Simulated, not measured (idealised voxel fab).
Process module under the name voxel self aligned contacts
Shown is cross-section cut, with a width of 255 nm and square cells of size 5 nm.
Heads up, the way a cross-section reads in here is a grid of square cells, handed over as bands from the top down, with every band being one or more rows of cells.
The entry gives the band's vertical extent as a top height and a bottom height in nm, then its horizontal make-up as materials from left to right, each with a width in nm. "empty" stands for empty space; a single material marked "throughout" fills the band edge to edge.
Where do heights start? At 0: under that level the wafer as delivered is made of one material only. And the lowest band has no floor; it just carries on downward, as in "from 0 down".
Top row gets the first number, bottom row gets the second, and each row in between changes by the same step: that is how a band width like "30..40" works.
Reading "nothing different" for a step: not a cell of the cross-section changed in it.
The list in "Enclosed voids" covers empty spaces of 8 cells or more that cannot reach the top through any open way, and it gives each as width x height at distance; the distance is from the left edge, and width, height and distance are in nm.
Step line, after settings: the simulator's comment on this step.
"overlay nm" answers the question of how far to the right of plan the mask lay on a step that has a mask, and when it is negative the answer is to the left.
**The steps planned for the process are as follows**
1. RECEIVE | material Si
2. OXIDIZE | depth nm 5
3. DIRECTIONAL_DEP | material polySi | thk nm 25
4. DIRECTIONAL_DEP | material SiN | thk nm 20
5. MASKED_ETCH | tone cover | mask id GATE | width nm 35 | pitch nm 70 | etch materials SiN | depth nm 20 | overlay nm 0
6. MASKED_ETCH | tone cover | mask id GATE | width nm 35 | pitch nm 70 | etch materials polySi | depth nm 25 | overlay nm 0
7. CONFORMAL_DEP | material SiN | thk nm 5
8. DIRECTIONAL_ETCH | etch materials SiN | depth nm 5
9. FILL_DEP | material SiO2 | thk nm 10
10. CMP | height nm 50
11. DIRECTIONAL_DEP | material aC | thk nm 10
12. PATTERN | tone open | mask id CONTACT | material resist | width nm 45 | thk nm 30 | overlay nm 0
13. DIRECTIONAL_ETCH | etch materials aC | depth nm 10
14. STRIP | etch materials resist
15. DIRECTIONAL_ETCH | etch materials SiO2 | depth nm 55
16. STRIP | etch materials aC
17. CONFORMAL_DEP | material TiN | thk nm 5
18. FILL_DEP | material W | thk nm 5
19. CMP | height nm 50
20. CONFORMAL_DEP | material SiCN | thk nm 5
**as received, after step 1**
* from 0 down = Si throughout
* Enclosed voids: none
**The first of two wafers, cross-sectioned at the end of the module, with the run proceeding as planned**
* from 55 to 50 = SiCN throughout
* from 50 to 45 = 105 nm SiO2 / 15 nm TiN / 15 nm W / 15 nm TiN / 105 nm SiO2
* from 45 to 25 = 70 nm SiO2 / 45 nm SiN / 5 nm TiN / 15 nm W / 5 nm TiN / 45 nm SiN / 70 nm SiO2
* from 25 to 0 = 70 nm SiO2 / 5 nm SiN / 35 nm polySi / 5 nm SiN / 5 nm TiN / 15 nm W / 5 nm TiN / 5 nm SiN / 35 nm polySi / 5 nm SiN / 70 nm SiO2
* from 0 to -5 = 115 nm SiO2 / 25 nm TiN / 115 nm SiO2
* from -5 down = Si throughout
* Enclosed voids: none
**Now the second wafer, cross-sectioned at the end of the module. Nothing different at the start, nothing different in the plan compared with the first, just one mistake when it was actually run**
* from 55 to 50 = SiCN throughout
* from 50 to 45 = 105 nm SiO2 / 15 nm TiN / 15 nm W / 15 nm TiN / 105 nm SiO2
* from 45 to 25 = 70 nm SiO2 / 45 nm SiN / 5 nm TiN / 15 nm W / 5 nm TiN / 45 nm SiN / 70 nm SiO2
* from 25 to 5 = 70 nm SiO2 / 5 nm SiN / 35 nm polySi / 5 nm SiN / 5 nm TiN / 15 nm W / 5 nm TiN / 5 nm SiN / 35 nm polySi / 5 nm SiN / 70 nm SiO2
* from 5 to 0 = 70 nm SiO2 / 5 nm SiN / 35 nm polySi / 5 nm SiN / 25 nm TiN / 5 nm SiN / 35 nm polySi / 5 nm SiN / 70 nm SiO2
* from 0 down = Si throughout
* Enclosed voids: none
Plan not followed: plan step 2 skipped
at the end the second wafer has, in cells: 51 more of Si | 46 fewer of SiO2 | 2 fewer of TiN | 3 fewer of W
